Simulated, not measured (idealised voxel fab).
Presented below is a process module, voxel double patterning.
In the cross-section labelled cut, the width is 215 nm and each square cell is 5 nm.
For the purposes of this document, a cross-section shall be understood as a grid of square cells, specified as bands listed in top-to-bottom order, each band consisting of one or more rows of cells. Each band's line starts with the height of the band's top and of its bottom, in nm. Then come its materials from left to right, each with its width in nm. One material with "edge to edge" fills the band from edge to edge. "air" is empty space. Where do heights start? At 0: under that level the wafer as delivered is made of one material only. And the lowest band has no floor; it just carries on downward, as in "0 down". When a width is written as two numbers, as in "30 to 40", the first number is the width in the top row of cells of the band and the second is the width in its bottom row, and the width changes by the same amount from each row to the next. When a step is marked "nothing changed", none of the cells in the cross-section changed during that step. Heads up: "Sealed cavities" only lists the empty pockets with no open path to the top that are 8 cells or more, and it writes them as width x height at distance, distance from the left edge, in nm. Text after the settings on a step's line: the simulator's own remark on that step. overlay nm: step with mask; distance mask lay right of planned place; negative value = left of planned place.
Process steps foreseen in the plan:
1 RECEIVE (material Si)
2 CONFORMAL_DEP (material SiO2; thk nm 5)
3 DIRECTIONAL_DEP (material TiN; thk nm 20)
4 DIRECTIONAL_DEP (material SiCN; thk nm 5)
5 PATTERN (tone open; mask id FIRST; material resist; width nm 15; pitch nm 50; thk nm 15; overlay nm 0)
6 DIRECTIONAL_ETCH (etch materials SiCN; depth nm 5)
7 STRIP (etch materials resist)
8 PATTERN (tone open; mask id SECOND; material resist; width nm 15; thk nm 20; overlay nm 0)
9 DIRECTIONAL_ETCH (etch materials SiCN; depth nm 5)
10 STRIP (etch materials resist)
11 DIRECTIONAL_ETCH (etch materials TiN; depth nm 20)
12 STRIP (etch materials SiCN)
Cross-section of the wafer upon arrival, representing the state reached after step 1:
    0 down  Si edge to edge
    Sealed cavities: none
Wafer at module end, in section. Began as above, planned as above, run with one mistake:
    25 to 5  75 of TiN, 15 of air, 10 of TiN, 15 of air, 10 of TiN, 15 of air, 75 of TiN
    5 to 0  TiN edge to edge
    0 down  Si edge to edge
    Sealed cavities: none
Here's what went sideways: step 2 was run on a setting that differed from the plan, and what really ran there is CONFORMAL_DEP (material TiN; thk nm 5)
